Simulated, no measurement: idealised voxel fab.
voxel released beams: a process module
This is section cut - it's 175 nm across, gridded in 5 nm square cells.
In what follows, cross-sections appear as grids of square cells, described through bands that run from the top down, where every band is one or more rows of cells.
A band entry consists of two parts. The first gives the height of the band's top and the height of its bottom, in nm. The rest lists the band's materials from left to right, each with its width in nm. A single material labelled with the word "full width" fills the band from edge to edge, and the word "blank" marks empty space.
Note: height 0 marks the level under which the wafer is uniformly one material as received. Lowest band unbounded below, written "from 0 down".
The notation "30 to 40" denotes a width that varies across the rows of cells in the band, beginning at the first number in the top row, finishing at the second number in the bottom row, and changing by an identical amount from each row to the next.
Where a step carries "no alteration", the cross-section came out of it unchanged, cell for cell.
The entry "Enclosed internal voids" lists the empty spaces that cover at least 8 cells and have no open path to the top. Each is written as width x height at distance, where the distance is measured from the left edge and all three values are in nm.
after a step's settings: what the simulator itself notes on the step
You can add "overlay nm" to a step's line. For a step with a mask, it describes how far the mask lay to the right of its planned position, and a negative number describes a lay to the left.
[Set out below are the planned steps of the process]
1. RECEIVE (material Si)
2. CONFORMAL_DEP (material SiN; thk nm 5)
3. DIRECTIONAL_DEP (material SiO2; thk nm 15)
4. PATTERN (tone open; mask id ANCHOR; material resist; width nm 35; thk nm 15; overlay nm 0)
5. DIRECTIONAL_ETCH (etch materials SiO2; depth nm 15)
6. STRIP (etch materials resist)
7. CONFORMAL_DEP (material W; thk nm 15)
8. DIRECTIONAL_DEP (material aC; thk nm 10)
9. PATTERN (tone cover; mask id BEAM; material resist; width nm 120; thk nm 25; overlay nm 0)
10. DIRECTIONAL_ETCH (etch materials aC; depth nm 10)
11. STRIP (etch materials resist)
12. DIRECTIONAL_ETCH (etch materials W; depth nm 15)
13. STRIP (etch materials aC)
14. STRIP (etch materials SiO2)
[The first of two wafers, run as planned]
[Cross-section, incoming material, after step 1]
> from 0 down = Si full width
> Enclosed internal voids: none
[Cross-section of the wafer after step 2]
> from 5 to 0 = SiN full width
> Anything lower than 0 is untouched.
[Cross-section of the wafer after step 3]
> from 20 to 5 = SiO2 full width
> Anything lower than 5 is untouched.
[Cross-section of the wafer after step 4]
> from 35 to 20 = resist 30  blank 35  resist 110
> Anything lower than 20 is untouched.
[Cross-section of the wafer after step 5]
> from 35 to 20 = resist 30  blank 35  resist 110
> from 20 to 5 = SiO2 30  blank 35  SiO2 110
> Anything lower than 5 is untouched.
[Cross-section of the wafer after step 6]
> from 20 to 5 = SiO2 30  blank 35  SiO2 110
> Anything lower than 5 is untouched.
[Cross-section of the wafer after step 7]
> from 35 to 20 = W 45  blank 5  W 125
> from 20 to 5 = SiO2 30  W 35  SiO2 110
> Anything lower than 5 is untouched.
[Cross-section of the wafer after step 8]
> from 45 to 35 = aC 45  blank 5  aC 125
> from 35 to 30 = W 45  blank 5  W 125
> from 30 to 20 = W 45  aC 5  W 125
> Anything lower than 20 is untouched.
[Cross-section of the wafer after step 9]
> from 70 to 45 = blank 25  resist 120  blank 30
> from 45 to 35 = aC 45  resist 5  aC 125
> from 35 to 30 = W 45  resist 5  W 125
> Anything lower than 30 is untouched.
[Cross-section of the wafer after step 10]
> from 60 to 45 = blank 25  resist 120  blank 30
> from 45 to 35 = blank 25  aC 20  resist 5  aC 95  blank 30
> Anything lower than 35 is untouched.
[Cross-section of the wafer after step 11]
> from 45 to 35 = blank 25  aC 20  blank 5  aC 95  blank 30
> from 35 to 30 = W 45  blank 5  W 125
> Anything lower than 30 is untouched.
[Cross-section of the wafer after step 12]
> from 45 to 35 = blank 25  aC 20  blank 5  aC 95  blank 30
> from 35 to 30 = blank 25  W 20  blank 5  W 95  blank 30
> from 30 to 20 = blank 25  W 20  aC 5  W 95  blank 30
> Anything lower than 20 is untouched.
[Cross-section of the wafer after step 13]
> from 35 to 20 = blank 25  W 20  blank 5  W 95  blank 30
> Anything lower than 20 is untouched.
[Cross-section of the wafer after step 14]
> from 35 to 20 = blank 25  W 20  blank 5  W 95  blank 30
> from 20 to 5 = blank 30  W 35  blank 110
> Anything lower than 5 is untouched.
[Now the other wafer: same start, same recipe, but we messed up one thing when running it. Up to and including step 3 it's the same as the first one]
[The second wafer in cross-section, at the planned close of step 4]
> from 35 to 20 = resist 40  blank 35  resist 100
> Anything lower than 20 is untouched.
[The second wafer in cross-section, at the planned close of step 5]
> from 35 to 20 = resist 40  blank 35  resist 100
> from 20 to 5 = SiO2 40  blank 35  SiO2 100
> Anything lower than 5 is untouched.
[The second wafer in cross-section, at the planned close of step 6]
> from 20 to 5 = SiO2 40  blank 35  SiO2 100
> Anything lower than 5 is untouched.
[The second wafer in cross-section, at the planned close of step 7]
> from 35 to 20 = W 55  blank 5  W 115
> from 20 to 5 = SiO2 40  W 35  SiO2 100
> Anything lower than 5 is untouched.
[The second wafer in cross-section, at the planned close of step 8]
> from 45 to 35 = aC 55  blank 5  aC 115
> from 35 to 30 = W 55  blank 5  W 115
> from 30 to 20 = W 55  aC 5  W 115
> Anything lower than 20 is untouched.
[The second wafer in cross-section, at the planned close of step 9]
> from 70 to 45 = blank 25  resist 120  blank 30
> from 45 to 35 = aC 55  resist 5  aC 115
> from 35 to 30 = W 55  resist 5  W 115
> Anything lower than 30 is untouched.
[The second wafer in cross-section, at the planned close of step 10]
> from 60 to 45 = blank 25  resist 120  blank 30
> from 45 to 35 = blank 25  aC 30  resist 5  aC 85  blank 30
> Anything lower than 35 is untouched.
[The second wafer in cross-section, at the planned close of step 11]
> from 45 to 35 = blank 25  aC 30  blank 5  aC 85  blank 30
> from 35 to 30 = W 55  blank 5  W 115
> Anything lower than 30 is untouched.
[The second wafer in cross-section, at the planned close of step 12]
> from 45 to 35 = blank 25  aC 30  blank 5  aC 85  blank 30
> from 35 to 30 = blank 25  W 30  blank 5  W 85  blank 30
> from 30 to 20 = blank 25  W 30  aC 5  W 85  blank 30
> Anything lower than 20 is untouched.
[The second wafer in cross-section, at the planned close of step 13]
> from 35 to 20 = blank 25  W 30  blank 5  W 85  blank 30
> Anything lower than 20 is untouched.
[The second wafer in cross-section, at the planned close of step 14]
> from 35 to 20 = blank 25  W 30  blank 5  W 85  blank 30
> from 20 to 5 = blank 40  W 35  blank 100
> Anything lower than 5 is untouched.
The mistake made against the process plan was this: step 4 ran as: PATTERN (tone open; mask id ANCHOR; material resist; width nm 35; thk nm 15; overlay nm 10)
Tallied in cells, the final second wafer holds each material in the same quantity as the first, although not at the same places.
